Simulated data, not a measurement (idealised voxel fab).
The following process module bears the name voxel self aligned contacts.
Shown is cross-section cut, with a width of 245 nm and square cells of size 5 nm.
A cross-section is written here as square cells arranged in a grid, and it is given in bands from the top down, each band taking up one or more rows of cells.
It is stipulated that each band's entry specify, in nanometres, the height of the top of the band and then that of its bottom, followed by the materials of the band in left-to-right sequence, each together with its width in nanometres. A single material marked by the word "full width" is understood to fill the band from edge to edge; the word "blank" is understood to denote empty space.
It should be noted that heights are counted from 0, beneath which the wafer as supplied is of one material throughout, and that the lowest band possesses no lower boundary but continues downward, as written in "0 and below".
The width entry "30 to 40" should be interpreted row by row: the top row of cells in the band takes the first number, the bottom row takes the second number, and the change between adjacent rows is uniform throughout.
A step reported as "remained unchanged" is a step in which no cell of the cross-section changed.
The entry titled "Closed void listing" provides the empty spaces that have no open way to the top, restricted to those of 8 cells or more. Each is presented as width x height at distance, the distance being measured from the left edge, with all three in nm.
Post-settings text on a step line: simulator's own remark regarding the step.
overlay nm: how far to the right of its planned place the mask lay on this masked step (negative: to the left).

## Set out below are the planned steps of the process
1. RECEIVE,material Si
2. CONFORMAL_DEP,material SiO2,thk nm 5
3. DIRECTIONAL_DEP,material polySi,thk nm 30
4. DIRECTIONAL_DEP,material SiN,thk nm 20
5. PATTERN,tone cover,mask id GATE,material resist,width nm 30,pitch nm 70,thk nm 20,overlay nm 0
6. DIRECTIONAL_ETCH,etch materials SiN,depth nm 20
7. DIRECTIONAL_ETCH,etch materials polySi,depth nm 30
8. STRIP,etch materials resist
9. CONFORMAL_DEP,material SiN,thk nm 10
10. DIRECTIONAL_ETCH,etch materials SiN,depth nm 10
11. FILL_DEP,material SiO2,thk nm 10
12. CMP,height nm 60
13. PATTERN,tone open,mask id CONTACT,material resist,width nm 50,pitch nm 70,thk nm 20,overlay nm 0
14. DIRECTIONAL_ETCH,etch materials SiO2,depth nm 60
15. STRIP,etch materials resist
16. CONFORMAL_DEP,material TiN,thk nm 5
17. FILL_DEP,material Ru,thk nm 5
18. CMP,height nm 60
19. CONFORMAL_DEP,material SiCN,thk nm 5

## Wafer cross-section on receipt, i.e. after step 1
> 0 and below: Si full width
> Closed void listing: none

## One mistake in running the module, otherwise start and plan as above: cross-section at the end
> 65 down to 60: SiCN full width
> 60 down to 55: 65 nm SiO2, 15 nm TiN, 10 nm Ru, 20 nm TiN, 25 nm SiO2, 15 nm TiN, 10 nm Ru, 20 nm TiN, 65 nm SiO2
> 55 down to 35: 25 nm SiO2, 50 nm SiN, 5 nm TiN, 10 nm Ru, 5 nm TiN, 50 nm SiN, 5 nm TiN, 10 nm Ru, 5 nm TiN, 50 nm SiN, 30 nm SiO2
> 35 down to 5: 25 nm SiO2, 10 nm SiN, 30 nm polySi, 10 nm SiN, 5 nm TiN, 10 nm Ru, 5 nm TiN, 10 nm SiN, 30 nm polySi, 10 nm SiN, 5 nm TiN, 10 nm Ru, 5 nm TiN, 10 nm SiN, 30 nm polySi, 10 nm SiN, 30 nm SiO2
> 5 down to 0: 75 nm SiO2, 20 nm TiN, 50 nm SiO2, 20 nm TiN, 80 nm SiO2
> 0 and below: Si full width
> Closed void listing: none
Finding, execution versus plan: it should be noted that step 13 was executed with settings other than those planned, the operation and settings actually applied being PATTERN,tone open,mask id CONTACT,material resist,width nm 45,pitch nm 70,thk nm 20,overlay nm 0
